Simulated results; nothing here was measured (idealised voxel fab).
You're looking at the process module voxel capacitor over wiring.
Section shown: cut. Width: 285 nm. Cell size: 5 nm, square.
Format of a cross-section: grid, square cells. Given as bands. Order: top down. Band: one or more rows of cells. Read a band's entry like this: the first values are the height of its top and the height of its bottom in nm, and what follows is the sequence of materials from left to right, each with its width in nm. Note that "blank" is empty space, and that a single material marked "throughout" reaches across the band from edge to edge. Heights are expressed relative to 0, this being the level below which the as-received wafer comprises one material exclusively. The lowest band is unbounded in the downward direction and is denoted as in "z 0 and below". With a width like "30->40", each row of cells in the band differs from the next by the same amount, the top row carrying the first number and the bottom row the second. "remained unchanged" for a step: no cell of the cross-section changed in that step. Look at "Voids lacking openings" for the closed voids: empty spaces with no open path to the top, sized 8 cells or up. Each is width x height at distance, distance from the left edge, all nm. On a step's line, text after the settings is the simulator commenting on that step. A step's line can hold "overlay nm"; with a mask on that step, the setting says how far right of the planned place the mask lay, while a negative setting says it lay to the left.
List of planned process steps:
1. RECEIVE, material Si
2. CONFORMAL_DEP, material SiO2, thk nm 15
3. DIRECTIONAL_DEP, material TiN, thk nm 5
4. DIRECTIONAL_DEP, material Ru, thk nm 20
5. PATTERN, tone cover, mask id METAL_1, material resist, width nm 30, pitch nm 100, thk nm 20, overlay nm 0
6. DIRECTIONAL_ETCH, etch materials Ru, depth nm 20
7. DIRECTIONAL_ETCH, etch materials TiN, depth nm 5
8. STRIP, etch materials resist
9. FILL_DEP, material SiO2, thk nm 10
10. CMP, height nm 40
11. CONFORMAL_DEP, material SiCN, thk nm 5
12. DIRECTIONAL_DEP, material lowk, thk nm 15
13. DIRECTIONAL_DEP, material aC, thk nm 15
14. PATTERN, tone open, mask id PLUG_1, material resist, width nm 15, thk nm 30, overlay nm 0
15. DIRECTIONAL_ETCH, etch materials aC, depth nm 15
16. STRIP, etch materials resist
17. DIRECTIONAL_ETCH, etch materials lowk, depth nm 15
18. DIRECTIONAL_ETCH, etch materials SiCN, depth nm 5
19. STRIP, etch materials aC
20. EPI, material Ru, thk nm 10
21. EPI, material Ru, thk nm 10
22. DIRECTIONAL_DEP, material TiN, thk nm 10
23. DIRECTIONAL_DEP, material Al2O3, thk nm 5
24. DIRECTIONAL_DEP, material TiN, thk nm 5
25. PATTERN, tone cover, mask id UPPER_PLATE, material resist, width nm 75, thk nm 15, overlay nm 0
26. DIRECTIONAL_ETCH, etch materials TiN, depth nm 5
27. DIRECTIONAL_ETCH, etch materials Al2O3, depth nm 5
28. STRIP, etch materials resist
29. MASKED_ETCH, tone cover, mask id LOWER_PLATE, width nm 85, etch materials TiN, depth nm 10, overlay nm 0
30. FILL_DEP, material SiO2, thk nm 20
31. CMP, height nm 95
32. MASKED_ETCH, tone open, mask id PLUG_2, width nm 15, etch materials SiO2, depth nm 15, overlay nm 0
33. CONFORMAL_DEP, material TiN, thk nm 5
34. FILL_DEP, material Ru, thk nm 10
35. CMP, height nm 95
36. CONFORMAL_DEP, material SiN, thk nm 5
Wafer as received: cross-section following step 1:
* z 0 and below  Si throughout
* Voids lacking openings: none
Look at the cross-section after the module: the wafer started out the way shown above and the plan was the one shown above, yet one mistake was made along the way:
* z 100 to 95  SiN throughout
* z 95 to 85  SiO2 100 nm  TiN 5 nm  Ru 5 nm  TiN 5 nm  SiO2 170 nm
* z 85 to 75  SiO2 100->90 nm  TiN 15->80 nm  SiO2 170->115 nm
* z 75 to 70  SiO2 90 nm  Al2O3 80 nm  SiO2 115 nm
* z 70 to 60  SiO2 85 nm  TiN 85 nm  SiO2 115 nm
* z 60 to 45  lowk 90 nm  Ru 15 nm  lowk 180 nm
* z 45 to 40  SiCN 90 nm  Ru 15 nm  SiCN 180 nm
* z 40 to 20  SiO2 75 nm  Ru 30 nm  SiO2 70 nm  Ru 30 nm  SiO2 80 nm
* z 20 to 15  SiO2 75 nm  TiN 30 nm  SiO2 70 nm  TiN 30 nm  SiO2 80 nm
* z 15 to 0  SiO2 throughout
* z 0 and below  Si throughout
* Voids lacking openings: none
Error vs. plan: in deviation from the planned setting, step 25 was conducted as PATTERN, tone cover, mask id UPPER_PLATE, material resist, width nm 80, thk nm 15, overlay nm 0
